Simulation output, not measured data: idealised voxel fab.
process module | voxel transistor to metal
cross-section cut | 180 nm wide | cells 5 nm
A cross-section is a grid of square cells, given in bands from the top down. A band is one or more rows of cells.
Each band's line starts with the height of the band's top and of its bottom, in nm. Then come its materials from left to right, each with its width in nm. One material with "throughout" fills the band from edge to edge. "air" is empty space.
Height 0 is the level under which the wafer as received is all one material. The lowest band goes on downwards, as in "0 down".
A width such as "30 to 40" changes by the same amount from each row of cells to the next, from the band's top row to its bottom row.
"no change" after a step means that no cell of the cross-section changed.
closed voids: empty space of 8 cells or more with no open way to the top, each as width x height at its distance from the left edge, in nm
after a step's settings: what the simulator itself notes on the step
overlay nm, on a step with a mask: how far to the right of its planned place the mask lay; to the left if negative
plan
1 op RECEIVE | material Si
2 op CONFORMAL_DEP | material SiO2 | thk nm 5
3 op CONFORMAL_DEP | material SiN | thk nm 10
4 op PATTERN | tone cover | mask id ACTIVE | material resist | width nm 95 | thk nm 20 | overlay nm 0
5 op DIRECTIONAL_ETCH | etch materials SiN | depth nm 10
6 op DIRECTIONAL_ETCH | etch materials SiO2 | depth nm 5
7 op DIRECTIONAL_ETCH | etch materials Si | depth nm 20
8 op STRIP | etch materials resist
9 op OXIDIZE | depth nm 5
10 op FILL_DEP | material SiO2 | thk nm 10
11 op CMP | height nm 15
12 op SELECTIVE_ETCH | etch materials SiO2 | depth nm 5
13 op STRIP | etch materials SiN
14 op SELECTIVE_ETCH | etch materials SiO2 | depth nm 5
15 op OXIDIZE | depth nm 5
16 op DIRECTIONAL_DEP | material polySi | thk nm 20
17 op DIRECTIONAL_DEP | material SiCN | thk nm 10
18 op PATTERN | tone cover | mask id GATE | material resist | width nm 25 | thk nm 20 | overlay nm 0
19 op DIRECTIONAL_ETCH | etch materials SiCN | depth nm 20
20 op DIRECTIONAL_ETCH | etch materials polySi | depth nm 30
21 op STRIP | etch materials resist
22 op CONFORMAL_DEP | material SiN | thk nm 10
23 op DIRECTIONAL_ETCH | etch materials SiN | depth nm 10
24 op DIRECTIONAL_ETCH | etch materials SiO2 | depth nm 5
25 op DIRECTIONAL_ETCH | etch materials Si | depth nm 10
26 op EPI | material nSi | thk nm 10
27 op FILL_DEP | material SiO2 | thk nm 10
28 op CMP | height nm 30
29 op DIRECTIONAL_DEP | material SiO2 | thk nm 10
30 op DIRECTIONAL_DEP | material aC | thk nm 15
31 op PATTERN | tone open | mask id CONTACT | material resist | width nm 25 | pitch nm 60 | thk nm 35 | overlay nm 0
32 op DIRECTIONAL_ETCH | etch materials aC | depth nm 15
33 op STRIP | etch materials resist
34 op DIRECTIONAL_ETCH | etch materials SiO2 | depth nm 45
35 op STRIP | etch materials aC
36 op CONFORMAL_DEP | material TiN | thk nm 5
37 op FILL_DEP | material Ru | thk nm 10
38 op CMP | height nm 40
39 op DIRECTIONAL_DEP | material TiN | thk nm 5
40 op DIRECTIONAL_DEP | material W | thk nm 25
41 op DIRECTIONAL_DEP | material aC | thk nm 15
42 op PATTERN | tone cover | mask id METAL_1 | material resist | width nm 15 | pitch nm 70 | thk nm 35 | overlay nm 0
43 op DIRECTIONAL_ETCH | etch materials aC | depth nm 15
44 op STRIP | etch materials resist
45 op DIRECTIONAL_ETCH | etch materials W | depth nm 25
46 op DIRECTIONAL_ETCH | etch materials TiN | depth nm 5
47 op STRIP | etch materials aC
48 op CONFORMAL_DEP | material SiN | thk nm 5
49 op FILL_DEP | material lowk | thk nm 10
50 op CMP | height nm 70
51 op CONFORMAL_DEP | material SiCN | thk nm 5
52 op DIRECTIONAL_DEP | material lowk | thk nm 30
53 op DIRECTIONAL_DEP | material aC | thk nm 15
54 op PATTERN | tone open | mask id METAL_2 | material resist | width nm 15 | pitch nm 70 | thk nm 35 | overlay nm 0
55 op DIRECTIONAL_ETCH | etch materials aC | depth nm 15
56 op STRIP | etch materials resist
57 op DIRECTIONAL_ETCH | etch materials lowk | depth nm 15
58 op STRIP | etch materials aC
59 op MASKED_ETCH | tone open | mask id METAL_2_HOLES | width nm 15 | pitch nm 70 | etch materials lowk | depth nm 15 | overlay nm 0
60 op MASKED_ETCH | tone open | mask id METAL_2_HOLES | width nm 15 | pitch nm 70 | etch materials SiCN | depth nm 5 | overlay nm 0
61 op CONFORMAL_DEP | material TiN | thk nm 5
62 op FILL_DEP | material Cu | thk nm 10
63 op CMP | height nm 105
64 op CONFORMAL_DEP | material SiCN | thk nm 5
varied across the wafers: width nm of step 4. The plan shows the first wafer's value. All wafers start alike
first wafer as received, after step 1
  0 down: Si throughout
  closed voids: none
each wafer at the end: cells of each material gained (+) or lost (-) since it was received, then its closed voids
width nm 95 | +12 Cu | +26 Ru | -128 Si | +76 SiCN | +78 SiN | +266 SiO2 | +78 TiN | +30 W | +310 lowk | +24 nSi | +20 polySi | closed voids: none
width nm 100 | +12 Cu | +26 Ru | -126 Si | +76 SiCN | +78 SiN | +262 SiO2 | +78 TiN | +30 W | +310 lowk | +26 nSi | +20 polySi | closed voids: none
width nm 105 | +12 Cu | +26 Ru | -124 Si | +76 SiCN | +78 SiN | +258 SiO2 | +78 TiN | +30 W | +310 lowk | +28 nSi | +20 polySi | closed voids: none
width nm 110 | +12 Cu | +26 Ru | -122 Si | +76 SiCN | +78 SiN | +254 SiO2 | +78 TiN | +30 W | +310 lowk | +30 nSi | +20 polySi | closed voids: none
width nm 115 | +12 Cu | +26 Ru | -120 Si | +76 SiCN | +78 SiN | +250 SiO2 | +78 TiN | +30 W | +310 lowk | +32 nSi | +20 polySi | closed voids: none
width nm 120 | +12 Cu | +26 Ru | -118 Si | +76 SiCN | +78 SiN | +246 SiO2 | +78 TiN | +30 W | +310 lowk | +34 nSi | +20 polySi | closed voids: none
